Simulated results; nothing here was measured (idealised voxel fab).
Documented hereafter: the process module known as voxel self aligned contacts.
Cross-section cut: width 270 nm, square cells of 5 nm.
If you're reading a cross-section in this doc, picture square cells in a grid; it comes to you as bands, top ones listed first down to the bottom, and a band can be one or more rows of cells.
For a band, the entry starts with two heights in nm, that of the top and then that of the bottom, and carries on with the band's materials in order from left to right, each alongside its width in nm; the word "full width" beside a single material means it fills the band edge to edge, and "air" means empty space.
Convention: height 0 is the level below which the wafer, as received, is all one material. The lowest band does not terminate at the bottom but continues downward, represented as "0 and below".
Per-row width for "30 to 40": begins at first number (top row of band), ends at second number (bottom row), increment between rows held constant.
"nothing altered" (step): cross-section cells unchanged, all of them.
Listed in "Closed void register": every empty space of 8 or more cells without an open way to the top. Form: width x height at distance, the distance being from the left edge, all in nm.
Heads up: the bit after the settings on a step's line is the simulator's remark on that step.
"overlay nm", when on a step's line for a step with a mask, measures how far to the right of its planned place the mask lay; a negative measure means to the left.
# So here's the lineup of process steps we planned
1) RECEIVE with material Si
2) OXIDIZE with depth nm 5
3) DIRECTIONAL_DEP with material polySi, thk nm 20
4) DIRECTIONAL_DEP with material SiN, thk nm 25
5) PATTERN with tone cover, mask id GATE, material resist, width nm 35, pitch nm 75, thk nm 15, overlay nm 0
6) DIRECTIONAL_ETCH with etch materials SiN, depth nm 25
7) DIRECTIONAL_ETCH with etch materials polySi, depth nm 20
8) STRIP with etch materials resist
9) CONFORMAL_DEP with material SiN, thk nm 10
10) DIRECTIONAL_ETCH with etch materials SiN, depth nm 10
11) FILL_DEP with material SiO2, thk nm 20
12) CMP with height nm 55
13) MASKED_ETCH with tone open, mask id CONTACT, width nm 50, etch materials SiO2, depth nm 50, overlay nm 0
14) CONFORMAL_DEP with material TiN, thk nm 5
15) FILL_DEP with material Ru, thk nm 5
16) CMP with height nm 55
17) CONFORMAL_DEP with material SiCN, thk nm 5
For this document, wafers share an identical start and vary in the step 13 depth nm; the plan quotes the first wafer's value.
# First of several wafers (as received, post step 1), cross-sectional view
	0 and below | Si full width
	Closed void register: none
# Per wafer (row), end of module: delta in cells per material since receipt, (+) for gained, (-) for lost; closed voids after that
depth nm 50 | +24 Ru | -54 Si | +54 SiCN | +142 SiN | +398 SiO2 | +28 TiN | +56 polySi | Closed void register: none
depth nm 55 | +26 Ru | -54 Si | +54 SiCN | +142 SiN | +394 SiO2 | +30 TiN | +56 polySi | Closed void register: none
depth nm 60 | +28 Ru | -54 Si | +54 SiCN | +142 SiN | +390 SiO2 | +32 TiN | +56 polySi | Closed void register: none
depth nm 65 | +28 Ru | -54 Si | +54 SiCN | +142 SiN | +390 SiO2 | +32 TiN | +56 polySi | Closed void register: none
depth nm 70 | +28 Ru | -54 Si | +54 SiCN | +142 SiN | +390 SiO2 | +32 TiN | +56 polySi | Closed void register: none
depth nm 75 | +28 Ru | -54 Si | +54 SiCN | +142 SiN | +390 SiO2 | +32 TiN | +56 polySi | Closed void register: none
